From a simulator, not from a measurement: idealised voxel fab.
process module | voxel released beams
cross-section cut | 220 nm wide | cells 5 nm
A cross-section is a grid of square cells, given in bands from the top down. A band is one or more rows of cells.
Each band's line starts with the height of the band's top and of its bottom, in nm. Then come its materials from left to right, each with its width in nm. One material with "throughout" fills the band from edge to edge. "air" is empty space.
Height 0 is the level under which the wafer as received is all one material. The lowest band goes on downwards, as in "0 down".
A width such as "30 to 40" changes by the same amount from each row of cells to the next, from the band's top row to its bottom row.
"no change" after a step means that no cell of the cross-section changed.
closed voids: empty space of 8 cells or more with no open way to the top, each as width x height at its distance from the left edge, in nm
after a step's settings: what the simulator itself notes on the step
overlay nm, on a step with a mask: how far to the right of its planned place the mask lay; to the left if negative
plan
1 op RECEIVE | material Si
2 op CONFORMAL_DEP | material Al2O3 | thk nm 5
3 op DIRECTIONAL_DEP | material SiO2 | thk nm 10
4 op DIRECTIONAL_DEP | material aC | thk nm 15
5 op PATTERN | tone open | mask id ANCHOR | material resist | width nm 35 | thk nm 35 | overlay nm 0
6 op DIRECTIONAL_ETCH | etch materials aC | depth nm 15
7 op STRIP | etch materials resist
8 op DIRECTIONAL_ETCH | etch materials SiO2 | depth nm 10
9 op STRIP | etch materials aC
10 op CONFORMAL_DEP | material polySi | thk nm 10
11 op DIRECTIONAL_DEP | material aC | thk nm 15
12 op PATTERN | tone cover | mask id BEAM | material resist | width nm 85 | thk nm 30 | overlay nm 0
13 op DIRECTIONAL_ETCH | etch materials aC | depth nm 15
14 op STRIP | etch materials resist
15 op DIRECTIONAL_ETCH | etch materials polySi | depth nm 10
16 op STRIP | etch materials aC
17 op STRIP | etch materials SiO2
as received, after step 1
  0 down: Si throughout
  closed voids: none
first wafer at the end, as planned
  25 to 15: air 65 | polySi 15 | air 15 | polySi 55 | air 70
  15 to 5: air 70 | polySi 35 | air 115
  5 to 0: Al2O3 throughout
  0 down: Si throughout
  closed voids: none
second wafer at the end: like start, like plan, one mistake
  25 to 15: air 65 | polySi 50 | air 105
  15 to 5: air 60 | polySi 10 | SiO2 35 | polySi 45 | air 70
  5 to 0: Al2O3 throughout
  0 down: Si throughout
  closed voids: none
what went wrong: step 5 ran as: op PATTERN | tone cover | mask id ANCHOR | material resist | width nm 35 | thk nm 35 | overlay nm 0
at the end the second wafer has, in cells: 14 more of SiO2
